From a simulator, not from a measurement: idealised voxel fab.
Module name: voxel self aligned contacts (process module)
The cross-section on display is named cut; it measures 205 nm wide, and its cells are 5 nm squares.
A cross-section is a grid of square cells, given in bands from the top down. A band is one or more rows of cells.
Read a band's entry like this: the first values are the height of its top and the height of its bottom in nm, and what follows is the sequence of materials from left to right, each with its width in nm. Note that "blank" is empty space, and that a single material marked "everywhere" reaches across the band from edge to edge.
We count height from 0. Below that, the starting wafer is all one material. The lowest band never ends at the bottom but goes on down; see "0 down" for how that is written.
The two numbers in a width such as "30..40" mark its ends across the band: the first belongs to the top row of cells, the second to the bottom row, and from each row to the next the width moves by the same amount.
"nothing got changed" -> step changed no cross-section cell.
This entry, "Encapsulated voids", enumerates those empty regions of no fewer than 8 cells that possess no open connection to the top. Each region is reported in the form width x height at distance, the distance being taken from the left edge, with all three quantities expressed in nm.
Step line, after settings: the simulator's comment on this step.
overlay nm: step with mask; distance mask lay right of planned place; negative value = left of planned place.
The steps planned for the process are as follows:
- 1: op RECEIVE | material Si
- 2: op CONFORMAL_DEP | material SiO2 | thk nm 5
- 3: op DIRECTIONAL_DEP | material polySi | thk nm 20
- 4: op DIRECTIONAL_DEP | material SiN | thk nm 20
- 5: op MASKED_ETCH | tone cover | mask id GATE | width nm 35 | pitch nm 70 | etch materials SiN | depth nm 20 | overlay nm 0
- 6: op MASKED_ETCH | tone cover | mask id GATE | width nm 35 | pitch nm 70 | etch materials polySi | depth nm 20 | overlay nm 0
- 7: op CONFORMAL_DEP | material SiN | thk nm 10
- 8: op DIRECTIONAL_ETCH | etch materials SiN | depth nm 10
- 9: op FILL_DEP | material SiO2 | thk nm 10
- 10: op CMP | height nm 50
- 11: op PATTERN | tone open | mask id CONTACT | material resist | width nm 45 | pitch nm 70 | thk nm 20 | overlay nm 0
- 12: op DIRECTIONAL_ETCH | etch materials SiO2 | depth nm 50
- 13: op STRIP | etch materials resist
- 14: op CONFORMAL_DEP | material TiN | thk nm 5
- 15: op FILL_DEP | material Ru | thk nm 10
- 16: op CMP | height nm 50
- 17: op CONFORMAL_DEP | material SiCN | thk nm 5
On the first of the two wafers: run conducted according to plan:
Delivered wafer in cross-section: state after step 1:
> 0 down = Si everywhere
> Encapsulated voids: none
Wafer after step 2 (cross-section):
> 5 to 0 = SiO2 everywhere
> All layers under 0 are left as they were.
Wafer after step 3 (cross-section):
> 25 to 5 = polySi everywhere
> All layers under 5 are left as they were.
Wafer after step 4 (cross-section):
> 45 to 25 = SiN everywhere
> All layers under 25 are left as they were.
Wafer after step 5 (cross-section):
> 45 to 25 = blank 15 nm  SiN 35 nm  blank 35 nm  SiN 35 nm  blank 35 nm  SiN 35 nm  blank 15 nm
> All layers under 25 are left as they were.
Wafer after step 6 (cross-section):
> 45 to 25 = blank 15 nm  SiN 35 nm  blank 35 nm  SiN 35 nm  blank 35 nm  SiN 35 nm  blank 15 nm
> 25 to 5 = blank 15 nm  polySi 35 nm  blank 35 nm  polySi 35 nm  blank 35 nm  polySi 35 nm  blank 15 nm
> All layers under 5 are left as they were.
Wafer after step 7 (cross-section):
> 55 to 25 = blank 5 nm  SiN 55 nm  blank 15 nm  SiN 55 nm  blank 15 nm  SiN 55 nm  blank 5 nm
> 25 to 15 = blank 5 nm  SiN 10 nm  polySi 35 nm  SiN 10 nm  blank 15 nm  SiN 10 nm  polySi 35 nm  SiN 10 nm  blank 15 nm  SiN 10 nm  polySi 35 nm  SiN 10 nm  blank 5 nm
> 15 to 5 = SiN 15 nm  polySi 35 nm  SiN 35 nm  polySi 35 nm  SiN 35 nm  polySi 35 nm  SiN 15 nm
> All layers under 5 are left as they were.
Wafer after step 8 (cross-section):
> 45 to 25 = blank 5 nm  SiN 55 nm  blank 15 nm  SiN 55 nm  blank 15 nm  SiN 55 nm  blank 5 nm
> 25 to 5 = blank 5 nm  SiN 10 nm  polySi 35 nm  SiN 10 nm  blank 15 nm  SiN 10 nm  polySi 35 nm  SiN 10 nm  blank 15 nm  SiN 10 nm  polySi 35 nm  SiN 10 nm  blank 5 nm
> All layers under 5 are left as they were.
Wafer after step 9 (cross-section):
> 55 to 45 = SiO2 everywhere
> 45 to 25 = SiO2 5 nm  SiN 55 nm  SiO2 15 nm  SiN 55 nm  SiO2 15 nm  SiN 55 nm  SiO2 5 nm
> 25 to 5 = SiO2 5 nm  SiN 10 nm  polySi 35 nm  SiN 10 nm  SiO2 15 nm  SiN 10 nm  polySi 35 nm  SiN 10 nm  SiO2 15 nm  SiN 10 nm  polySi 35 nm  SiN 10 nm  SiO2 5 nm
> All layers under 5 are left as they were.
Wafer after step 10 (cross-section):
> 50 to 45 = SiO2 everywhere
> All layers under 45 are left as they were.
Wafer after step 11 (cross-section):
> 70 to 50 = resist 45 nm  blank 45 nm  resist 25 nm  blank 45 nm  resist 45 nm
> All layers under 50 are left as they were.
Wafer after step 12 (cross-section):
> 70 to 50 = resist 45 nm  blank 45 nm  resist 25 nm  blank 45 nm  resist 45 nm
> 50 to 45 = SiO2 45 nm  blank 45 nm  SiO2 25 nm  blank 45 nm  SiO2 45 nm
> 45 to 25 = SiO2 5 nm  SiN 55 nm  blank 15 nm  SiN 55 nm  blank 15 nm  SiN 55 nm  SiO2 5 nm
> 25 to 5 = SiO2 5 nm  SiN 10 nm  polySi 35 nm  SiN 10 nm  blank 15 nm  SiN 10 nm  polySi 35 nm  SiN 10 nm  blank 15 nm  SiN 10 nm  polySi 35 nm  SiN 10 nm  SiO2 5 nm
> 5 to 0 = SiO2 60 nm  blank 15 nm  SiO2 55 nm  blank 15 nm  SiO2 60 nm
> All layers under 0 are left as they were.
Wafer after step 13 (cross-section):
> 50 to 45 = SiO2 45 nm  blank 45 nm  SiO2 25 nm  blank 45 nm  SiO2 45 nm
> All layers under 45 are left as they were.
Wafer after step 14 (cross-section):
> 55 to 50 = TiN 50 nm  blank 35 nm  TiN 35 nm  blank 35 nm  TiN 50 nm
> 50 to 45 = SiO2 45 nm  TiN 20 nm  blank 5 nm  TiN 20 nm  SiO2 25 nm  TiN 20 nm  blank 5 nm  TiN 20 nm  SiO2 45 nm
> 45 to 25 = SiO2 5 nm  SiN 55 nm  TiN 5 nm  blank 5 nm  TiN 5 nm  SiN 55 nm  TiN 5 nm  blank 5 nm  TiN 5 nm  SiN 55 nm  SiO2 5 nm
> 25 to 5 = SiO2 5 nm  SiN 10 nm  polySi 35 nm  SiN 10 nm  TiN 5 nm  blank 5 nm  TiN 5 nm  SiN 10 nm  polySi 35 nm  SiN 10 nm  TiN 5 nm  blank 5 nm  TiN 5 nm  SiN 10 nm  polySi 35 nm  SiN 10 nm  SiO2 5 nm
> 5 to 0 = SiO2 60 nm  TiN 15 nm  SiO2 55 nm  TiN 15 nm  SiO2 60 nm
> All layers under 0 are left as they were.
Wafer after step 15 (cross-section):
> 65 to 55 = Ru everywhere
> 55 to 50 = TiN 50 nm  Ru 35 nm  TiN 35 nm  Ru 35 nm  TiN 50 nm
> 50 to 45 = SiO2 45 nm  TiN 20 nm  Ru 5 nm  TiN 20 nm  SiO2 25 nm  TiN 20 nm  Ru 5 nm  TiN 20 nm  SiO2 45 nm
> 45 to 25 = SiO2 5 nm  SiN 55 nm  TiN 5 nm  Ru 5 nm  TiN 5 nm  SiN 55 nm  TiN 5 nm  Ru 5 nm  TiN 5 nm  SiN 55 nm  SiO2 5 nm
> 25 to 5 = SiO2 5 nm  SiN 10 nm  polySi 35 nm  SiN 10 nm  TiN 5 nm  Ru 5 nm  TiN 5 nm  SiN 10 nm  polySi 35 nm  SiN 10 nm  TiN 5 nm  Ru 5 nm  TiN 5 nm  SiN 10 nm  polySi 35 nm  SiN 10 nm  SiO2 5 nm
> All layers under 5 are left as they were.
Wafer after step 16 (cross-section):
> 50 to 45 = SiO2 45 nm  TiN 20 nm  Ru 5 nm  TiN 20 nm  SiO2 25 nm  TiN 20 nm  Ru 5 nm  TiN 20 nm  SiO2 45 nm
> All layers under 45 are left as they were.
Wafer after step 17 (cross-section):
> 55 to 50 = SiCN everywhere
> All layers under 50 are left as they were.
Second wafer: same start and same plan as the first, one execution error; identical to the first through step 10:
Look at the second wafer in cross-section at the time step 11 ought to have finished:
> 70 to 50 = resist 40 nm  blank 45 nm  resist 25 nm  blank 45 nm  resist 50 nm
> All layers under 50 are left as they were.
Look at the second wafer in cross-section at the time step 12 ought to have finished:
> 70 to 50 = resist 40 nm  blank 45 nm  resist 25 nm  blank 45 nm  resist 50 nm
> 50 to 45 = SiO2 40 nm  blank 45 nm  SiO2 25 nm  blank 45 nm  SiO2 50 nm
> 45 to 25 = SiO2 5 nm  SiN 55 nm  blank 15 nm  SiN 55 nm  blank 15 nm  SiN 55 nm  SiO2 5 nm
> 25 to 5 = SiO2 5 nm  SiN 10 nm  polySi 35 nm  SiN 10 nm  blank 15 nm  SiN 10 nm  polySi 35 nm  SiN 10 nm  blank 15 nm  SiN 10 nm  polySi 35 nm  SiN 10 nm  SiO2 5 nm
> 5 to 0 = SiO2 60 nm  blank 15 nm  SiO2 55 nm  blank 15 nm  SiO2 60 nm
> All layers under 0 are left as they were.
Look at the second wafer in cross-section at the time step 13 ought to have finished:
> 50 to 45 = SiO2 40 nm  blank 45 nm  SiO2 25 nm  blank 45 nm  SiO2 50 nm
> All layers under 45 are left as they were.
Look at the second wafer in cross-section at the time step 14 ought to have finished:
> 55 to 50 = TiN 45 nm  blank 35 nm  TiN 35 nm  blank 35 nm  TiN 55 nm
> 50 to 45 = SiO2 40 nm  TiN 25 nm  blank 5 nm  TiN 15 nm  SiO2 25 nm  TiN 25 nm  blank 5 nm  TiN 15 nm  SiO2 50 nm
> 45 to 25 = SiO2 5 nm  SiN 55 nm  TiN 5 nm  blank 5 nm  TiN 5 nm  SiN 55 nm  TiN 5 nm  blank 5 nm  TiN 5 nm  SiN 55 nm  SiO2 5 nm
> 25 to 5 = SiO2 5 nm  SiN 10 nm  polySi 35 nm  SiN 10 nm  TiN 5 nm  blank 5 nm  TiN 5 nm  SiN 10 nm  polySi 35 nm  SiN 10 nm  TiN 5 nm  blank 5 nm  TiN 5 nm  SiN 10 nm  polySi 35 nm  SiN 10 nm  SiO2 5 nm
> 5 to 0 = SiO2 60 nm  TiN 15 nm  SiO2 55 nm  TiN 15 nm  SiO2 60 nm
> All layers under 0 are left as they were.
Look at the second wafer in cross-section at the time step 15 ought to have finished:
> 65 to 55 = Ru everywhere
> 55 to 50 = TiN 45 nm  Ru 35 nm  TiN 35 nm  Ru 35 nm  TiN 55 nm
> 50 to 45 = SiO2 40 nm  TiN 25 nm  Ru 5 nm  TiN 15 nm  SiO2 25 nm  TiN 25 nm  Ru 5 nm  TiN 15 nm  SiO2 50 nm
> 45 to 25 = SiO2 5 nm  SiN 55 nm  TiN 5 nm  Ru 5 nm  TiN 5 nm  SiN 55 nm  TiN 5 nm  Ru 5 nm  TiN 5 nm  SiN 55 nm  SiO2 5 nm
> 25 to 5 = SiO2 5 nm  SiN 10 nm  polySi 35 nm  SiN 10 nm  TiN 5 nm  Ru 5 nm  TiN 5 nm  SiN 10 nm  polySi 35 nm  SiN 10 nm  TiN 5 nm  Ru 5 nm  TiN 5 nm  SiN 10 nm  polySi 35 nm  SiN 10 nm  SiO2 5 nm
> All layers under 5 are left as they were.
Look at the second wafer in cross-section at the time step 16 ought to have finished:
> 50 to 45 = SiO2 40 nm  TiN 25 nm  Ru 5 nm  TiN 15 nm  SiO2 25 nm  TiN 25 nm  Ru 5 nm  TiN 15 nm  SiO2 50 nm
> All layers under 45 are left as they were.
Look at the second wafer in cross-section at the time step 17 ought to have finished:
> 55 to 50 = SiCN everywhere
> All layers under 50 are left as they were.
Want to know what went wrong? note that step 11 departed from the planned setting and was carried out as op PATTERN | tone open | mask id CONTACT | material resist | width nm 45 | pitch nm 70 | thk nm 20 | overlay nm -5
When the process is done, the second wafer contains the same cell count of every material as the first wafer, but distributed over other locations.
